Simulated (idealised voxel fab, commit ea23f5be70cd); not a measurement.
This section sets out a process module, namely voxel ribs on slabs.
Cross-sectional view cut (width: 265 nm; square cell size: 5 nm).
How to read a cross-section here: the picture is a grid of square cells, written as bands going from the top down, and any band can span one or more rows of cells. Band entry format. Leading values: height of top, height of bottom, nm. Remainder: materials in left-to-right order, each with its width in nm. Special words: "all across" on a single material, which then fills the band edge to edge; "empty", empty space. It should be noted that heights are counted from 0, beneath which the wafer as supplied is of one material throughout, and that the lowest band possesses no lower boundary but continues downward, as written in "z 0 and below". Read "30->40" as a graded width: first number on top, second number at the bottom, same change between each pair of neighbouring rows. Where the words "same as before" appear for a step, the cross-section shows no cell changed by that step; every cell remained as before. So "Closed internal cavities" is basically the list of trapped voids: any empty space of 8 cells or more that can't reach the top through an opening. They're written width x height at distance, the distance being from the left edge, and it's all nm. after a step's settings: what the simulator itself notes on the step. Steps that use a mask can have "overlay nm" on their line. It says how far the mask sat to the right of where it was meant to be. Negative means to the left.

Steps in the process plan
- 1: RECEIVE with material Si
- 2: DIRECTIONAL_DEP with material SiO2, thk nm 25
- 3: DIRECTIONAL_DEP with material SiN, thk nm 10
- 4: MASKED_ETCH with tone cover, mask id RIB, width nm 20, etch materials SiN, depth nm 15, overlay nm 0
- 5: PATTERN with tone cover, mask id SLAB, material resist, width nm 60, thk nm 15, overlay nm 0
- 6: DIRECTIONAL_ETCH with etch materials SiN, depth nm 5
- 7: STRIP with etch materials resist
- 8: FILL_DEP with material SiO2, thk nm 30
- 9: CMP with height nm 65
- 10: DIRECTIONAL_DEP with material W, thk nm 10
- 11: PATTERN with tone cover, mask id HEATER, material resist, width nm 30, thk nm 20, overlay nm 0
- 12: DIRECTIONAL_ETCH with etch materials W, depth nm 10
- 13: STRIP with etch materials resist
- 14: CONFORMAL_DEP with material SiO2, thk nm 10
It is noted that the wafers described herein are identical at the outset and are distinguished by the thk nm of step 3; the value stated in the plan corresponds to the first wafer.

So this is the first of several wafers, cross-sectioned as it came to us, meaning it's at the end of step 1
* z 0 and below: Si all across
* Closed internal cavities: none

First wafer of several, cross-section, module end, after step 14 (last)
* z 85 to 75: empty: 105  SiO2: 50  empty: 110
* z 75 to 65: SiO2: 115  W: 30  SiO2: 120
* z 65 to 35: SiO2 all across
* z 35 to 25: SiO2: 120  SiN: 20  SiO2: 125
* z 25 to 0: SiO2 all across
* z 0 and below: Si all across
* Closed internal cavities: none

Cross-section of the last wafer at end of module
* z 85 to 75: empty: 105  SiO2: 50  empty: 110
* z 75 to 65: SiO2: 115  W: 30  SiO2: 120
* z 65 to 60: SiO2 all across
* z 60 to 45: SiO2: 120  SiN: 20  SiO2: 125
* z 45 to 40: SiO2: 100  SiN: 60  SiO2: 105
* z 40 to 25: SiN all across
* z 25 to 0: SiO2 all across
* z 0 and below: Si all across
* Closed internal cavities: none

Tabulated below, wafer by wafer, are the end-of-module results: for each material, the number of cells gained (+) or lost (-) relative to the as-received state, followed by the closed voids
thk nm 10, +8 SiN, +795 SiO2, +12 W, Closed internal cavities: none
thk nm 15, +12 SiN, +791 SiO2, +12 W, Closed internal cavities: none
thk nm 20, +24 SiN, +779 SiO2, +12 W, Closed internal cavities: none
thk nm 25, +77 SiN, +726 SiO2, +12 W, Closed internal cavities: none
thk nm 30, +130 SiN, +673 SiO2, +12 W, Closed internal cavities: none
thk nm 35, +183 SiN, +620 SiO2, +12 W, Closed internal cavities: none
